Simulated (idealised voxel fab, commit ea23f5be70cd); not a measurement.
The following process module bears the name voxel fin reveal.
Square cells of 5 nm make up the cross-section cut, whose width is 180 nm.
Reading order for cross-sections: top band down to bottom band. Underlying form: a grid of square cells. Band size: one or more rows of cells. A band entry consists of two parts. The first gives the height of the band's top and the height of its bottom, in nm. The rest lists the band's materials from left to right, each with its width in nm. A single material labelled with the word "all across" fills the band from edge to edge, and the word "empty" marks empty space. Height is counted from the level 0, under which the received wafer is composed throughout of one material. The lowest of the bands is not closed at the bottom but continues downward, in the notation "z 0 and below". A two-number width, for instance "30..40", indicates that the width is equal to the first number in the top row of the band and to the second number in the bottom row, and that it changes by a constant amount per row of cells. You'll sometimes find "identical to before" written for a step, and that's the way of saying that nowhere in the cross-section did a cell change during that step. The list in "Enclosed void catalog" covers empty spaces of 8 cells or more that cannot reach the top through any open way, and it gives each as width x height at distance; the distance is from the left edge, and width, height and distance are in nm. Heads up: the bit after the settings on a step's line is the simulator's remark on that step. overlay nm: mask right of planned place by this much (step with mask). Neg. = left.
Here's what the planned process steps look like:
1: RECEIVE with material Si
2: CONFORMAL_DEP with material SiN, thk nm 10
3: DIRECTIONAL_DEP with material aC, thk nm 10
4: PATTERN with tone cover, mask id FINS, material resist, width nm 15, pitch nm 45, thk nm 25, overlay nm 0
5: DIRECTIONAL_ETCH with etch materials aC, depth nm 10
6: STRIP with etch materials resist
7: DIRECTIONAL_ETCH with etch materials SiN, depth nm 10
8: DIRECTIONAL_ETCH with etch materials Si, depth nm 30
9: STRIP with etch materials aC
10: FILL_DEP with material SiO2, thk nm 10
11: CMP with height nm 10
12: SELECTIVE_ETCH with etch materials SiO2, depth nm 30
13: STRIP with etch materials SiN
14: CONFORMAL_DEP with material HfO2, thk nm 5
Step 1 complete: cross-section of the wafer as received:
> z 0 and below | Si all across
> Enclosed void catalog: none
The plan above was carried out on the starting structure above with one mistake, and this cross-section shows the wafer at the end of the module:
> z 5 to 0 | empty 50, then HfO2 35, then empty 10, then HfO2 35, then empty 50
> z 0 to -15 | empty 50, then HfO2 5, then Si 25, then HfO2 5, then empty 10, then HfO2 5, then Si 25, then HfO2 5, then empty 50
> z -15 to -20 | HfO2 55, then Si 25, then HfO2 20, then Si 25, then HfO2 55
> z -20 to -30 | SiO2 55, then Si 25, then SiO2 20, then Si 25, then SiO2 55
> z -30 and below | Si all across
> Enclosed void catalog: none
In executing the process, a mistake was made relative to the plan: step 4 was not run as planned; what actually ran was PATTERN with tone cover, mask id FINS, material resist, width nm 25, pitch nm 45, thk nm 25, overlay nm 0
